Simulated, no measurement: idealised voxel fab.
Herein follows the process module entitled voxel transistor to metal.
Section shown: cut. Width: 150 nm. Cell size: 5 nm, square.
Cross-section = grid of square cells, listed top down in bands; band = one or more rows.
Heights first: top, then bottom, in nm. Then materials, left to right, each with a width in nm. "throughout" on a single material: fills the band edge to edge. "empty": empty space.
Heights are measured from 0, the level below which the as-received wafer is all one material; the lowest band has no bottom and continues downward, written as in "0 nm and below".
The notation "30->40" denotes a width that varies across the rows of cells in the band, beginning at the first number in the top row, finishing at the second number in the bottom row, and changing by an identical amount from each row to the next.
The designation "nothing altered", where it is given for a processing step, indicates that no cell of the cross-section was altered in the course of that step.
Cavities, closed: empty space of 8 cells or more with no open way to the top, each as width x height at its distance from the left edge, in nm
Text after the settings on a step's line: the simulator's own remark on that step.
What "overlay nm" on a step's line means: if the step has a mask, that mask lay this far to the right of its planned place, or, when the value is negative, to the left.
Heads up before you read on: it's before/after pairs around one process step each, after side only down to the lowest band that changed, step plus settings under the pair. Pairs can be from different runs of this module, same starting wafer, so only chain a pair onto the one above if its "Pre-process state" entry says so.

**Pre-process state**
> 70 nm to 65 nm: SiO2 throughout
> 65 nm to 60 nm: 20 nm SiO2, then 30 nm SiCN, then 45 nm SiO2, then 30 nm SiCN, then 25 nm SiO2
> 60 nm to 40 nm: 20 nm SiO2, then 5 nm SiCN, then 20 nm W, then 5 nm SiCN, then 45 nm SiO2, then 5 nm SiCN, then 20 nm W, then 5 nm SiCN, then 25 nm SiO2
> 40 nm to 35 nm: 25 nm SiCN, then 20 nm TiN, then 55 nm SiCN, then 20 nm TiN, then 30 nm SiCN
> 35 nm to 20 nm: 25 nm SiO2, then 5 nm TiN, then 10 nm W, then 5 nm TiN, then 55 nm SiO2, then 5 nm TiN, then 10 nm W, then 5 nm TiN, then 30 nm SiO2
> 20 nm to 5 nm: 25 nm SiO2, then 5 nm TiN, then 10 nm W, then 5 nm TiN, then 5 nm SiO2, then 10 nm SiN, then 5 nm HfO2, then 5 nm TiN, then 5 nm W, then 5 nm TiN, then 5 nm HfO2, then 10 nm SiN, then 5 nm SiO2, then 5 nm TiN, then 10 nm W, then 5 nm TiN, then 30 nm SiO2
> 5 nm to 0 nm: 25 nm SiO2, then 5 nm TiN, then 5 nm W, then 10 nm TiN, then 5 nm SiO2, then 10 nm SiN, then 5 nm HfO2, then 5 nm TiN, then 5 nm W, then 5 nm TiN, then 5 nm HfO2, then 10 nm SiN, then 5 nm SiO2, then 10 nm TiN, then 5 nm W, then 5 nm TiN, then 30 nm SiO2
> 0 nm to -5 nm: 25 nm SiO2, then 5 nm TiN, then 5 nm W, then 5 nm TiN, then 10 nm pSi, then 10 nm SiN, then 5 nm HfO2, then 15 nm TiN, then 5 nm HfO2, then 10 nm SiN, then 10 nm pSi, then 5 nm TiN, then 5 nm W, then 5 nm TiN, then 30 nm SiO2
> -5 nm to -10 nm: 10 nm SiO2, then 10 nm SiN, then 5 nm SiO2, then 15 nm TiN, then 10 nm pSi, then 5 nm SiO2, then 35 nm HfO2, then 5 nm SiO2, then 10 nm pSi, then 15 nm TiN, then 5 nm SiO2, then 10 nm SiN, then 15 nm SiO2
> -10 nm to -20 nm: 10 nm SiO2, then 10 nm SiN, then 5 nm SiO2, then 25 nm pSi, then 45 nm Si, then 25 nm pSi, then 5 nm SiO2, then 10 nm SiN, then 15 nm SiO2
> -20 nm to -25 nm: 25 nm SiO2, then 95 nm Si, then 30 nm SiO2
> -25 nm to -35 nm: 20 nm SiO2, then 105 nm Si, then 25 nm SiO2
> -35 nm and below: Si throughout
> Cavities, closed: none

**Section After Processing**
> 60 nm to 40 nm: 20 nm SiO2, then 5 nm SiCN, then 20 nm W, then 5 nm SiCN, then 45 nm SiO2, then 5 nm SiCN, then 20 nm W, then 5 nm SiCN, then 25 nm SiO2
> Heights below 40 show no change.
> Cavities, closed: none
Step that separates the before view from the after view above: CMP with height nm 60

Pre-process state: The initial state for this step is given by the after cross-section of the immediately preceding pair.

**Section After Processing**
> 65 nm to 60 nm: SiCN throughout
> Heights below 60 show no change.
> Cavities, closed: none
Step that separates the before view from the after view above: CONFORMAL_DEP with material SiCN, thk nm 5

**Pre-process state**
> 35 nm to 20 nm: 25 nm SiO2, then 5 nm TiN, then 10 nm W, then 5 nm TiN, then 55 nm SiO2, then 5 nm TiN, then 10 nm W, then 5 nm TiN, then 30 nm SiO2
> 20 nm to 5 nm: 25 nm SiO2, then 5 nm TiN, then 10 nm W, then 5 nm TiN, then 5 nm SiO2, then 10 nm SiN, then 5 nm HfO2, then 5 nm TiN, then 5 nm W, then 5 nm TiN, then 5 nm HfO2, then 10 nm SiN, then 5 nm SiO2, then 5 nm TiN, then 10 nm W, then 5 nm TiN, then 30 nm SiO2
> 5 nm to 0 nm: 25 nm SiO2, then 5 nm TiN, then 5 nm W, then 10 nm TiN, then 5 nm SiO2, then 10 nm SiN, then 5 nm HfO2, then 5 nm TiN, then 5 nm W, then 5 nm TiN, then 5 nm HfO2, then 10 nm SiN, then 5 nm SiO2, then 10 nm TiN, then 5 nm W, then 5 nm TiN, then 30 nm SiO2
> 0 nm to -5 nm: 25 nm SiO2, then 5 nm TiN, then 5 nm W, then 5 nm TiN, then 10 nm pSi, then 10 nm SiN, then 5 nm HfO2, then 15 nm TiN, then 5 nm HfO2, then 10 nm SiN, then 10 nm pSi, then 5 nm TiN, then 5 nm W, then 5 nm TiN, then 30 nm SiO2
> -5 nm to -10 nm: 25 nm SiO2, then 15 nm TiN, then 10 nm pSi, then 5 nm SiO2, then 35 nm HfO2, then 5 nm SiO2, then 10 nm pSi, then 15 nm TiN, then 30 nm SiO2
> -10 nm to -20 nm: 20 nm SiO2, then 30 nm pSi, then 45 nm Si, then 30 nm pSi, then 25 nm SiO2
> -20 nm to -35 nm: 20 nm SiO2, then 105 nm Si, then 25 nm SiO2
> -35 nm and below: Si throughout
> Cavities, closed: none

**Section After Processing**
> 55 nm to 35 nm: W throughout
> Heights below 35 show no change.
> Cavities, closed: none
Step that separates the before view from the after view above: DIRECTIONAL_DEP with material W, thk nm 20

Pre-process state: The initial state for this step is given by the after cross-section of the immediately preceding pair.

**Section After Processing**
> 60 nm to 55 nm: TiN throughout
> Heights below 55 show no change.
> Cavities, closed: none
Step that separates the before view from the after view above: DIRECTIONAL_DEP with material TiN, thk nm 5

Pre-process state: The initial state for this step is given by the after cross-section of the immediately preceding pair.

**Section After Processing**
> 60 nm to 55 nm: 25 nm empty, then 20 nm TiN, then 55 nm empty, then 20 nm TiN, then 30 nm empty
> Heights below 55 show no change.
> Cavities, closed: none
Step that separates the before view from the after view above: MASKED_ETCH with tone cover, mask id METAL_1, width nm 20, pitch nm 75, etch materials TiN, depth nm 5, overlay nm 0

Pre-process state: The initial state for this step is given by the after cross-section of the immediately preceding pair.

**Section After Processing**
> 65 nm to 60 nm: 20 nm empty, then 30 nm SiCN, then 45 nm empty, then 30 nm SiCN, then 25 nm empty
> 60 nm to 55 nm: 25 nm SiCN, then 20 nm TiN, then 55 nm SiCN, then 20 nm TiN, then 30 nm SiCN
> Heights below 55 show no change.
> Cavities, closed: none
Step that separates the before view from the after view above: CONFORMAL_DEP with material SiCN, thk nm 5

Pre-process state: The initial state for this step is given by the after cross-section of the immediately preceding pair.

**Section After Processing**
> 70 nm to 65 nm: SiO2 throughout
> 65 nm to 60 nm: 20 nm SiO2, then 30 nm SiCN, then 45 nm SiO2, then 30 nm SiCN, then 25 nm SiO2
> Heights below 60 show no change.
> Cavities, closed: none
Step that separates the before view from the after view above: FILL_DEP with material SiO2, thk nm 5

Pre-process state: The initial state for this step is given by the after cross-section of the immediately preceding pair.

**Section After Processing**
> 60 nm to 55 nm: 25 nm SiCN, then 20 nm TiN, then 55 nm SiCN, then 20 nm TiN, then 30 nm SiCN
> Heights below 55 show no change.
> Cavities, closed: none
Step that separates the before view from the after view above: CMP with height nm 60

Pre-process state: The initial state for this step is given by the after cross-section of the immediately preceding pair.

**Section After Processing**
> 65 nm to 60 nm: SiCN throughout
> Heights below 60 show no change.
> Cavities, closed: none
Step that separates the before view from the after view above: CONFORMAL_DEP with material SiCN, thk nm 5

**Pre-process state**
> 40 nm to 25 nm: 60 nm empty, then 25 nm SiCN, then 65 nm empty
> 25 nm to -5 nm: 60 nm empty, then 25 nm polySi, then 65 nm empty
> -5 nm to -10 nm: SiO2 throughout
> -10 nm to -35 nm: 20 nm SiO2, then 105 nm Si, then 25 nm SiO2
> -35 nm and below: Si throughout
> Cavities, closed: none

**Section After Processing**
> 45 nm to 40 nm: 55 nm empty, then 35 nm SiN, then 60 nm empty
> 40 nm to 25 nm: 55 nm empty, then 5 nm SiN, then 25 nm SiCN, then 5 nm SiN, then 60 nm empty
> 25 nm to 0 nm: 55 nm empty, then 5 nm SiN, then 25 nm polySi, then 5 nm SiN, then 60 nm empty
> 0 nm to -5 nm: 60 nm SiN, then 25 nm polySi, then 65 nm SiN
> Heights below -5 show no change.
> Cavities, closed: none
Step that separates the before view from the after view above: CONFORMAL_DEP with material SiN, thk nm 5

Pre-process state: The initial state for this step is given by the after cross-section of the immediately preceding pair.

**Section After Processing**
> 40 nm to 35 nm: 60 nm empty, then 25 nm SiCN, then 65 nm empty
> 35 nm to 25 nm: 55 nm empty, then 5 nm SiN, then 25 nm SiCN, then 5 nm SiN, then 60 nm empty
> 25 nm to -5 nm: 55 nm empty, then 5 nm SiN, then 25 nm polySi, then 5 nm SiN, then 60 nm empty
> Heights below -5 show no change.
> Cavities, closed: none
Step that separates the before view from the after view above: DIRECTIONAL_ETCH with etch materials SiN, depth nm 10

Pre-process state: The initial state for this step is given by the after cross-section of the immediately preceding pair.

**Section After Processing**
> 40 nm to 35 nm: 60 nm empty, then 25 nm SiCN, then 65 nm empty
> 35 nm to 25 nm: 55 nm empty, then 5 nm SiN, then 25 nm SiCN, then 5 nm SiN, then 60 nm empty
> 25 nm to -5 nm: 55 nm empty, then 5 nm SiN, then 25 nm polySi, then 5 nm SiN, then 60 nm empty
> -5 nm to -10 nm: 55 nm empty, then 35 nm SiO2, then 60 nm empty
> Heights below -10 show no change.
> Cavities, closed: none
Step that separates the before view from the after view above: DIRECTIONAL_ETCH with etch materials SiO2, depth nm 5

Pre-process state: The initial state for this step is given by the after cross-section of the immediately preceding pair.

**Section After Processing**
> 40 nm to 35 nm: 60 nm empty, then 25 nm SiCN, then 65 nm empty
> 35 nm to 25 nm: 55 nm empty, then 5 nm SiN, then 25 nm SiCN, then 5 nm SiN, then 60 nm empty
> 25 nm to -5 nm: 55 nm empty, then 5 nm SiN, then 25 nm polySi, then 5 nm SiN, then 60 nm empty
> -5 nm to -10 nm: 55 nm empty, then 35 nm SiO2, then 60 nm empty
> -10 nm to -20 nm: 20 nm SiO2, then 35 nm empty, then 35 nm Si, then 35 nm empty, then 25 nm SiO2
> Heights below -20 show no change.
> Cavities, closed: none
Step that separates the before view from the after view above: DIRECTIONAL_ETCH with etch materials Si, depth nm 10

Pre-process state: The initial state for this step is given by the after cross-section of the immediately preceding pair.

**Section After Processing**
> 40 nm to 35 nm: 60 nm empty, then 25 nm SiCN, then 65 nm empty
> 35 nm to 25 nm: 55 nm empty, then 5 nm SiN, then 25 nm SiCN, then 5 nm SiN, then 60 nm empty
> 25 nm to 0 nm: 55 nm empty, then 5 nm SiN, then 25 nm polySi, then 5 nm SiN, then 60 nm empty
> 0 nm to -5 nm: 45 nm empty, then 10 nm pSi, then 5 nm SiN, then 25 nm polySi, then 5 nm SiN, then 10 nm pSi, then 50 nm empty
> -5 nm to -10 nm: 45 nm empty, then 10 nm pSi, then 35 nm SiO2, then 10 nm pSi, then 50 nm empty
> -10 nm to -20 nm: 20 nm SiO2, then 35 nm pSi, then 35 nm Si, then 35 nm pSi, then 25 nm SiO2
> Heights below -20 show no change.
> Cavities, closed: none
Step that separates the before view from the after view above: EPI with material pSi, thk nm 10

Pre-process state: The initial state for this step is given by the after cross-section of the immediately preceding pair.

**Section After Processing**
> 45 nm to 40 nm: SiO2 throughout
> 40 nm to 35 nm: 60 nm SiO2, then 25 nm SiCN, then 65 nm SiO2
> 35 nm to 25 nm: 55 nm SiO2, then 5 nm SiN, then 25 nm SiCN, then 5 nm SiN, then 60 nm SiO2
> 25 nm to 0 nm: 55 nm SiO2, then 5 nm SiN, then 25 nm polySi, then 5 nm SiN, then 60 nm SiO2
> 0 nm to -5 nm: 45 nm SiO2, then 10 nm pSi, then 5 nm SiN, then 25 nm polySi, then 5 nm SiN, then 10 nm pSi, then 50 nm SiO2
> -5 nm to -10 nm: 45 nm SiO2, then 10 nm pSi, then 35 nm SiO2, then 10 nm pSi, then 50 nm SiO2
> Heights below -10 show no change.
> Cavities, closed: none
Step that separates the before view from the after view above: FILL_DEP with material SiO2, thk nm 5

Pre-process state: The initial state for this step is given by the after cross-section of the immediately preceding pair.

**Section After Processing**
> 25 nm to 0 nm: 55 nm SiO2, then 5 nm SiN, then 25 nm polySi, then 5 nm SiN, then 60 nm SiO2
> Heights below 0 show no change.
> Cavities, closed: none
Step that separates the before view from the after view above: CMP with height nm 25

Pre-process state: The initial state for this step is given by the after cross-section of the immediately preceding pair.

**Section After Processing**
> 25 nm to 0 nm: 55 nm SiO2, then 5 nm SiN, then 25 nm empty, then 5 nm SiN, then 60 nm SiO2
> 0 nm to -5 nm: 45 nm SiO2, then 10 nm pSi, then 5 nm SiN, then 25 nm empty, then 5 nm SiN, then 10 nm pSi, then 50 nm SiO2
> Heights below -5 show no change.
> Cavities, closed: none
Step that separates the before view from the after view above: STRIP with etch materials polySi

Pre-process state: The initial state for this step is given by the after cross-section of the immediately preceding pair.

**Section After Processing**
> 25 nm to 20 nm: 55 nm empty, then 5 nm SiN, then 25 nm empty, then 5 nm SiN, then 60 nm empty
> 20 nm to 0 nm: 55 nm SiO2, then 5 nm SiN, then 25 nm empty, then 5 nm SiN, then 60 nm SiO2
> 0 nm to -5 nm: 45 nm SiO2, then 10 nm pSi, then 5 nm SiN, then 25 nm empty, then 5 nm SiN, then 10 nm pSi, then 50 nm SiO2
> -5 nm to -10 nm: 45 nm SiO2, then 10 nm pSi, then 35 nm empty, then 10 nm pSi, then 50 nm SiO2
> Heights below -10 show no change.
> Cavities, closed: none
Step that separates the before view from the after view above: SELECTIVE_ETCH with etch materials SiO2, depth nm 5

Pre-process state: The initial state for this step is given by the after cross-section of the immediately preceding pair.

**Section After Processing**
> 30 nm to 25 nm: 50 nm empty, then 15 nm HfO2, then 15 nm empty, then 15 nm HfO2, then 55 nm empty
> 25 nm to 20 nm: 55 nm HfO2, then 5 nm SiN, then 5 nm HfO2, then 15 nm empty, then 5 nm HfO2, then 5 nm SiN, then 60 nm HfO2
> 20 nm to 0 nm: 55 nm SiO2, then 5 nm SiN, then 5 nm HfO2, then 15 nm empty, then 5 nm HfO2, then 5 nm SiN, then 60 nm SiO2
> 0 nm to -5 nm: 45 nm SiO2, then 10 nm pSi, then 5 nm SiN, then 5 nm HfO2, then 15 nm empty, then 5 nm HfO2, then 5 nm SiN, then 10 nm pSi, then 50 nm SiO2
> -5 nm to -10 nm: 45 nm SiO2, then 10 nm pSi, then 35 nm HfO2, then 10 nm pSi, then 50 nm SiO2
> Heights below -10 show no change.
> Cavities, closed: none
Step that separates the before view from the after view above: CONFORMAL_DEP with material HfO2, thk nm 5

Pre-process state: The initial state for this step is given by the after cross-section of the immediately preceding pair.

**Section After Processing**
> 35 nm to 30 nm: 45 nm empty, then 25 nm TiN, then 5 nm empty, then 25 nm TiN, then 50 nm empty
> 30 nm to 25 nm: 50 nm TiN, then 15 nm HfO2, then 5 nm TiN, then 5 nm empty, then 5 nm TiN, then 15 nm HfO2, then 55 nm TiN
> 25 nm to 20 nm: 55 nm HfO2, then 5 nm SiN, then 5 nm HfO2, then 5 nm TiN, then 5 nm empty, then 5 nm TiN, then 5 nm HfO2, then 5 nm SiN, then 60 nm HfO2
> 20 nm to 0 nm: 55 nm SiO2, then 5 nm SiN, then 5 nm HfO2, then 5 nm TiN, then 5 nm empty, then 5 nm TiN, then 5 nm HfO2, then 5 nm SiN, then 60 nm SiO2
> 0 nm to -5 nm: 45 nm SiO2, then 10 nm pSi, then 5 nm SiN, then 5 nm HfO2, then 15 nm TiN, then 5 nm HfO2, then 5 nm SiN, then 10 nm pSi, then 50 nm SiO2
> Heights below -5 show no change.
> Cavities, closed: none
Step that separates the before view from the after view above: CONFORMAL_DEP with material TiN, thk nm 5

Pre-process state: The initial state for this step is given by the after cross-section of the immediately preceding pair.

**Section After Processing**
> 40 nm to 35 nm: W throughout
> 35 nm to 30 nm: 45 nm W, then 25 nm TiN, then 5 nm W, then 25 nm TiN, then 50 nm W
> 30 nm to 25 nm: 50 nm TiN, then 15 nm HfO2, then 5 nm TiN, then 5 nm W, then 5 nm TiN, then 15 nm HfO2, then 55 nm TiN
> 25 nm to 20 nm: 55 nm HfO2, then 5 nm SiN, then 5 nm HfO2, then 5 nm TiN, then 5 nm W, then 5 nm TiN, then 5 nm HfO2, then 5 nm SiN, then 60 nm HfO2
> 20 nm to 0 nm: 55 nm SiO2, then 5 nm SiN, then 5 nm HfO2, then 5 nm TiN, then 5 nm W, then 5 nm TiN, then 5 nm HfO2, then 5 nm SiN, then 60 nm SiO2
> Heights below 0 show no change.
> Cavities, closed: none
Step that separates the before view from the after view above: FILL_DEP with material W, thk nm 5

Pre-process state: The initial state for this step is given by the after cross-section of the immediately preceding pair.

**Section After Processing**
> 20 nm to 0 nm: 55 nm SiO2, then 5 nm SiN, then 5 nm HfO2, then 5 nm TiN, then 5 nm W, then 5 nm TiN, then 5 nm HfO2, then 5 nm SiN, then 60 nm SiO2
> Heights below 0 show no change.
> Cavities, closed: none
Step that separates the before view from the after view above: CMP with height nm 20

Pre-process state: The initial state for this step is given by the after cross-section of the immediately preceding pair.

**Section After Processing**
> 35 nm to 20 nm: SiO2 throughout
> Heights below 20 show no change.
> Cavities, closed: none
Step that separates the before view from the after view above: DIRECTIONAL_DEP with material SiO2, thk nm 15

Pre-process state: The initial state for this step is given by the after cross-section of the immediately preceding pair.

**Section After Processing**
> 35 nm to 20 nm: 25 nm SiO2, then 20 nm empty, then 55 nm SiO2, then 20 nm empty, then 30 nm SiO2
> 20 nm to 0 nm: 25 nm SiO2, then 20 nm empty, then 10 nm SiO2, then 5 nm SiN, then 5 nm HfO2, then 5 nm TiN, then 5 nm W, then 5 nm TiN, then 5 nm HfO2, then 5 nm SiN, then 10 nm SiO2, then 20 nm empty, then 30 nm SiO2
> 0 nm to -5 nm: 25 nm SiO2, then 20 nm empty, then 10 nm pSi, then 5 nm SiN, then 5 nm HfO2, then 15 nm TiN, then 5 nm HfO2, then 5 nm SiN, then 10 nm pSi, then 20 nm empty, then 30 nm SiO2
> -5 nm to -10 nm: 25 nm SiO2, then 20 nm empty, then 10 nm pSi, then 35 nm HfO2, then 10 nm pSi, then 20 nm empty, then 30 nm SiO2
> Heights below -10 show no change.
> Cavities, closed: none
Step that separates the before view from the after view above: MASKED_ETCH with tone open, mask id CONTACT, width nm 20, pitch nm 75, etch materials SiO2, depth nm 45, overlay nm 0

Pre-process state: The initial state for this step is given by the after cross-section of the immediately preceding pair.

**Section After Processing**
> 40 nm to 35 nm: 30 nm TiN, then 10 nm empty, then 65 nm TiN, then 10 nm empty, then 35 nm TiN
> 35 nm to 20 nm: 25 nm SiO2, then 5 nm TiN, then 10 nm empty, then 5 nm TiN, then 55 nm SiO2, then 5 nm TiN, then 10 nm empty, then 5 nm TiN, then 30 nm SiO2
> 20 nm to 0 nm: 25 nm SiO2, then 5 nm TiN, then 10 nm empty, then 5 nm TiN, then 10 nm SiO2, then 5 nm SiN, then 5 nm HfO2, then 5 nm TiN, then 5 nm W, then 5 nm TiN, then 5 nm HfO2, then 5 nm SiN, then 10 nm SiO2, then 5 nm TiN, then 10 nm empty, then 5 nm TiN, then 30 nm SiO2
> 0 nm to -5 nm: 25 nm SiO2, then 5 nm TiN, then 10 nm empty, then 5 nm TiN, then 10 nm pSi, then 5 nm SiN, then 5 nm HfO2, then 15 nm TiN, then 5 nm HfO2, then 5 nm SiN, then 10 nm pSi, then 5 nm TiN, then 10 nm empty, then 5 nm TiN, then 30 nm SiO2
> -5 nm to -10 nm: 25 nm SiO2, then 20 nm TiN, then 10 nm pSi, then 35 nm HfO2, then 10 nm pSi, then 20 nm TiN, then 30 nm SiO2
> Heights below -10 show no change.
> Cavities, closed: none
Step that separates the before view from the after view above: CONFORMAL_DEP with material TiN, thk nm 5

Pre-process state: The initial state for this step is given by the after cross-section of the immediately preceding pair.

**Section After Processing**
> 45 nm to 40 nm: W throughout
> 40 nm to 35 nm: 30 nm TiN, then 10 nm W, then 65 nm TiN, then 10 nm W, then 35 nm TiN
> 35 nm to 20 nm: 25 nm SiO2, then 5 nm TiN, then 10 nm W, then 5 nm TiN, then 55 nm SiO2, then 5 nm TiN, then 10 nm W, then 5 nm TiN, then 30 nm SiO2
> 20 nm to 0 nm: 25 nm SiO2, then 5 nm TiN, then 10 nm W, then 5 nm TiN, then 10 nm SiO2, then 5 nm SiN, then 5 nm HfO2, then 5 nm TiN, then 5 nm W, then 5 nm TiN, then 5 nm HfO2, then 5 nm SiN, then 10 nm SiO2, then 5 nm TiN, then 10 nm W, then 5 nm TiN, then 30 nm SiO2
> 0 nm to -5 nm: 25 nm SiO2, then 5 nm TiN, then 10 nm W, then 5 nm TiN, then 10 nm pSi, then 5 nm SiN, then 5 nm HfO2, then 15 nm TiN, then 5 nm HfO2, then 5 nm SiN, then 10 nm pSi, then 5 nm TiN, then 10 nm W, then 5 nm TiN, then 30 nm SiO2
> Heights below -5 show no change.
> Cavities, closed: none
Step that separates the before view from the after view above: FILL_DEP with material W, thk nm 5

Pre-process state: The initial state for this step is given by the after cross-section of the immediately preceding pair.

**Section After Processing**
> 35 nm to 20 nm: 25 nm SiO2, then 5 nm TiN, then 10 nm W, then 5 nm TiN, then 55 nm SiO2, then 5 nm TiN, then 10 nm W, then 5 nm TiN, then 30 nm SiO2
> Heights below 20 show no change.
> Cavities, closed: none
Step that separates the before view from the after view above: CMP with height nm 35

Pre-process state: The initial state for this step is given by the after cross-section of the immediately preceding pair.

**Section After Processing**
> 40 nm to 35 nm: TiN throughout
> Heights below 35 show no change.
> Cavities, closed: none
Step that separates the before view from the after view above: DIRECTIONAL_DEP with material TiN, thk nm 5

Pre-process state: The initial state for this step is given by the after cross-section of the immediately preceding pair.

**Section After Processing**
> 60 nm to 40 nm: W throughout
> Heights below 40 show no change.
> Cavities, closed: none
Step that separates the before view from the after view above: DIRECTIONAL_DEP with material W, thk nm 20

Pre-process state: The initial state for this step is given by the after cross-section of the immediately preceding pair.

**Section After Processing**
> 60 nm to 40 nm: 25 nm empty, then 20 nm W, then 55 nm empty, then 20 nm W, then 30 nm empty
> Heights below 40 show no change.
> Cavities, closed: none
Step that separates the before view from the after view above: MASKED_ETCH with tone cover, mask id METAL_1, width nm 20, pitch nm 75, etch materials W, depth nm 20, overlay nm 0

Pre-process state: The initial state for this step is given by the after cross-section of the immediately preceding pair.

**Section After Processing**
> 60 nm to 40 nm: 25 nm empty, then 20 nm W, then 55 nm empty, then 20 nm W, then 30 nm empty
> 40 nm to 35 nm: 25 nm empty, then 20 nm TiN, then 55 nm empty, then 20 nm TiN, then 30 nm empty
> Heights below 35 show no change.
> Cavities, closed: none
Step that separates the before view from the after view above: MASKED_ETCH with tone cover, mask id METAL_1, width nm 20, pitch nm 75, etch materials TiN, depth nm 5, overlay nm 0

Pre-process state: The initial state for this step is given by the after cross-section of the immediately preceding pair.

**Section After Processing**
> 65 nm to 60 nm: 20 nm empty, then 30 nm SiCN, then 45 nm empty, then 30 nm SiCN, then 25 nm empty
> 60 nm to 40 nm: 20 nm empty, then 5 nm SiCN, then 20 nm W, then 5 nm SiCN, then 45 nm empty, then 5 nm SiCN, then 20 nm W, then 5 nm SiCN, then 25 nm empty
> 40 nm to 35 nm: 25 nm SiCN, then 20 nm TiN, then 55 nm SiCN, then 20 nm TiN, then 30 nm SiCN
> Heights below 35 show no change.
> Cavities, closed: none
Step that separates the before view from the after view above: CONFORMAL_DEP with material SiCN, thk nm 5

Pre-process state: The initial state for this step is given by the after cross-section of the immediately preceding pair.

**Section After Processing**
> 70 nm to 65 nm: SiO2 throughout
> 65 nm to 60 nm: 20 nm SiO2, then 30 nm SiCN, then 45 nm SiO2, then 30 nm SiCN, then 25 nm SiO2
> 60 nm to 40 nm: 20 nm SiO2, then 5 nm SiCN, then 20 nm W, then 5 nm SiCN, then 45 nm SiO2, then 5 nm SiCN, then 20 nm W, then 5 nm SiCN, then 25 nm SiO2
> Heights below 40 show no change.
> Cavities, closed: none
Step that separates the before view from the after view above: FILL_DEP with material SiO2, thk nm 5

Pre-process state: The initial state for this step is given by the after cross-section of the immediately preceding pair.

**Section After Processing**
> 60 nm to 40 nm: 20 nm SiO2, then 5 nm SiCN, then 20 nm W, then 5 nm SiCN, then 45 nm SiO2, then 5 nm SiCN, then 20 nm W, then 5 nm SiCN, then 25 nm SiO2
> Heights below 40 show no change.
> Cavities, closed: none
Step that separates the before view from the after view above: CMP with height nm 60

Pre-process state: The initial state for this step is given by the after cross-section of the immediately preceding pair.

**Section After Processing**
> 65 nm to 60 nm: SiCN throughout
> Heights below 60 show no change.
> Cavities, closed: none
Step that separates the before view from the after view above: CONFORMAL_DEP with material SiCN, thk nm 5

**Pre-process state**
> 25 nm to 15 nm: aC throughout
> 15 nm to 0 nm: SiN throughout
> 0 nm to -5 nm: SiO2 throughout
> -5 nm and below: Si throughout
> Cavities, closed: none

**Section After Processing**
> 50 nm to 25 nm: 20 nm empty, then 110 nm resist, then 20 nm empty
> Heights below 25 show no change.
> Cavities, closed: none
Step that separates the before view from the after view above: PATTERN with tone cover, mask id ACTIVE, material resist, width nm 110, thk nm 25, overlay nm 0

Pre-process state: The initial state for this step is given by the after cross-section of the immediately preceding pair.

**Section After Processing**
> 40 nm to 25 nm: 20 nm empty, then 110 nm resist, then 20 nm empty
> 25 nm to 15 nm: 20 nm empty, then 110 nm aC, then 20 nm empty
> Heights below 15 show no change.
> Cavities, closed: none
Step that separates the before view from the after view above: DIRECTIONAL_ETCH with etch materials aC, depth nm 10

Pre-process state: The initial state for this step is given by the after cross-section of the immediately preceding pair.

**Section After Processing**
> 25 nm to 15 nm: 20 nm empty, then 110 nm aC, then 20 nm empty
> Heights below 15 show no change.
> Cavities, closed: none
Step that separates the before view from the after view above: STRIP with etch materials resist

Pre-process state: The initial state for this step is given by the after cross-section of the immediately preceding pair.

**Section After Processing**
> 25 nm to 15 nm: 20 nm empty, then 110 nm aC, then 20 nm empty
> 15 nm to 0 nm: 20 nm empty, then 110 nm SiN, then 20 nm empty
> Heights below 0 show no change.
> Cavities, closed: none
Step that separates the before view from the after view above: DIRECTIONAL_ETCH with etch materials SiN, depth nm 15

Pre-process state: The initial state for this step is given by the after cross-section of the immediately preceding pair.

**Section After Processing**
> 25 nm to 15 nm: 20 nm empty, then 110 nm aC, then 20 nm empty
> 15 nm to 0 nm: 20 nm empty, then 110 nm SiN, then 20 nm empty
> 0 nm to -5 nm: 20 nm empty, then 110 nm SiO2, then 20 nm empty
> Heights below -5 show no change.
> Cavities, closed: none
Step that separates the before view from the after view above: DIRECTIONAL_ETCH with etch materials SiO2, depth nm 5

Pre-process state: The initial state for this step is given by the after cross-section of the immediately preceding pair.

**Section After Processing**
> 25 nm to 15 nm: 20 nm empty, then 110 nm aC, then 20 nm empty
> 15 nm to 0 nm: 20 nm empty, then 110 nm SiN, then 20 nm empty
> 0 nm to -5 nm: 20 nm empty, then 110 nm SiO2, then 20 nm empty
> -5 nm to -35 nm: 20 nm empty, then 110 nm Si, then 20 nm empty
> Heights below -35 show no change.
> Cavities, closed: none
Step that separates the before view from the after view above: DIRECTIONAL_ETCH with etch materials Si, depth nm 30

Pre-process state: The initial state for this step is given by the after cross-section of the immediately preceding pair.

**Section After Processing**
> 15 nm to 0 nm: 20 nm empty, then 110 nm SiN, then 20 nm empty
> Heights below 0 show no change.
> Cavities, closed: none
Step that separates the before view from the after view above: STRIP with etch materials aC

Pre-process state: The initial state for this step is given by the after cross-section of the immediately preceding pair.

**Section After Processing**
> 25 nm to 15 nm: SiO2 throughout
> 15 nm to 0 nm: 20 nm SiO2, then 110 nm SiN, then 20 nm SiO2
> 0 nm to -5 nm: SiO2 throughout
> -5 nm to -35 nm: 20 nm SiO2, then 110 nm Si, then 20 nm SiO2
> Heights below -35 show no change.
> Cavities, closed: none
Step that separates the before view from the after view above: FILL_DEP with material SiO2, thk nm 10

Pre-process state: The initial state for this step is given by the after cross-section of the immediately preceding pair.

**Section After Processing**
> 15 nm to 0 nm: 20 nm SiO2, then 110 nm SiN, then 20 nm SiO2
> Heights below 0 show no change.
> Cavities, closed: none
Step that separates the before view from the after view above: CMP with height nm 15

Pre-process state: The initial state for this step is given by the after cross-section of the immediately preceding pair.

**Section After Processing**
> 15 nm to 0 nm: 20 nm empty, then 110 nm SiN, then 20 nm empty
> Heights below 0 show no change.
> Cavities, closed: none
Step that separates the before view from the after view above: SELECTIVE_ETCH with etch materials SiO2, depth nm 15

Pre-process state: The initial state for this step is given by the after cross-section of the immediately preceding pair.

**Section After Processing**
> 0 nm to -5 nm: SiO2 throughout
> Heights below -5 show no change.
> Cavities, closed: none
Step that separates the before view from the after view above: STRIP with etch materials SiN

Pre-process state: The initial state for this step is given by the after cross-section of the immediately preceding pair.

**Section After Processing**
> -5 nm to -35 nm: 20 nm SiO2, then 110 nm Si, then 20 nm SiO2
> Heights below -35 show no change.
> Cavities, closed: none
Step that separates the before view from the after view above: SELECTIVE_ETCH with etch materials SiO2, depth nm 5

Pre-process state: The initial state for this step is given by the after cross-section of the immediately preceding pair.

**Section After Processing**
> -5 nm to -10 nm: SiO2 throughout
> Heights below -10 show no change.
> Cavities, closed: none
Step that separates the before view from the after view above: OXIDIZE with depth nm 5

Pre-process state: The initial state for this step is given by the after cross-section of the immediately preceding pair.

**Section After Processing**
> 25 nm to -5 nm: polySi throughout
> Heights below -5 show no change.
> Cavities, closed: none
Step that separates the before view from the after view above: DIRECTIONAL_DEP with material polySi, thk nm 30
